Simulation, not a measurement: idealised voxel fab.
Module name: voxel local oxidation (process module)
The width of the displayed cross-section, cut, is 280 nm; its cells are square, with a size of 5 nm.
Heads up, the way a cross-section reads in here is a grid of square cells, handed over as bands from the top down, with every band being one or more rows of cells.
This entry defines a band. It first specifies the height of the band's top and the height of its bottom in nm, and then specifies the band's materials from left to right, stating each material with its width in nm. The word "edge to edge" identifies a single material that fills the band from edge to edge, while the word "empty" identifies empty space.
All heights in this document are referenced to 0, defined as the level beneath which the wafer, as received, consists entirely of one material. The lowest band is not bounded below; it extends indefinitely downward and is written in the form "0..down".
The two numbers in a width such as "30..40" mark its ends across the band: the first belongs to the top row of cells, the second to the bottom row, and from each row to the next the width moves by the same amount.
Step marked "same as before"? Then no cell in the cross-section changed in it.
"Sealed voids" means: voids of 8 cells or more that are shut off from the top with no open way through. Written width x height at distance, distance from the left edge, in nm.
What comes after the settings on a step's line is commentary from the simulator itself on that step.
overlay nm: right-of-plan distance of the mask on a masked step; negative values mean left-of-plan.
Here's what the planned process steps look like:
| 1 | RECEIVE, material Si |
| 2 | CONFORMAL_DEP, material SiO2, thk nm 5 |
| 3 | CONFORMAL_DEP, material SiN, thk nm 15 |
| 4 | DIRECTIONAL_DEP, material aC, thk nm 15 |
| 5 | PATTERN, tone cover, mask id ACTIVE, material resist, width nm 125, thk nm 30, overlay nm -15 |
| 6 | DIRECTIONAL_ETCH, etch materials aC, depth nm 15 |
| 7 | STRIP, etch materials resist |
| 8 | DIRECTIONAL_ETCH, etch materials SiN, depth nm 15 |
| 9 | STRIP, etch materials aC |
| 10 | SELECTIVE_ETCH, etch materials SiO2, depth nm 5 |
| 11 | OXIDIZE, depth nm 15 |
| 12 | STRIP, etch materials SiN |
Heads up: all these wafers start the same, and what changes between them is the overlay nm in step 5. The value you see in the plan is just what the first wafer got.
As received, i.e. after step 1: cross-section through the first of several wafers:
  0..down | Si edge to edge
  Sealed voids: none
Rows = wafers. At module end, each row lists per material the cells gained (+) or lost (-) since the wafer was received, then the closed voids:
overlay nm -15; -117 Si; +140 SiO2; Sealed voids: none
overlay nm -10; -117 Si; +140 SiO2; Sealed voids: none
overlay nm -5; -117 Si; +140 SiO2; Sealed voids: none
overlay nm 0; -117 Si; +140 SiO2; Sealed voids: none
overlay nm 5; -117 Si; +140 SiO2; Sealed voids: none
overlay nm 10; -117 Si; +140 SiO2; Sealed voids: none
overlay nm 15; -117 Si; +140 SiO2; Sealed voids: none
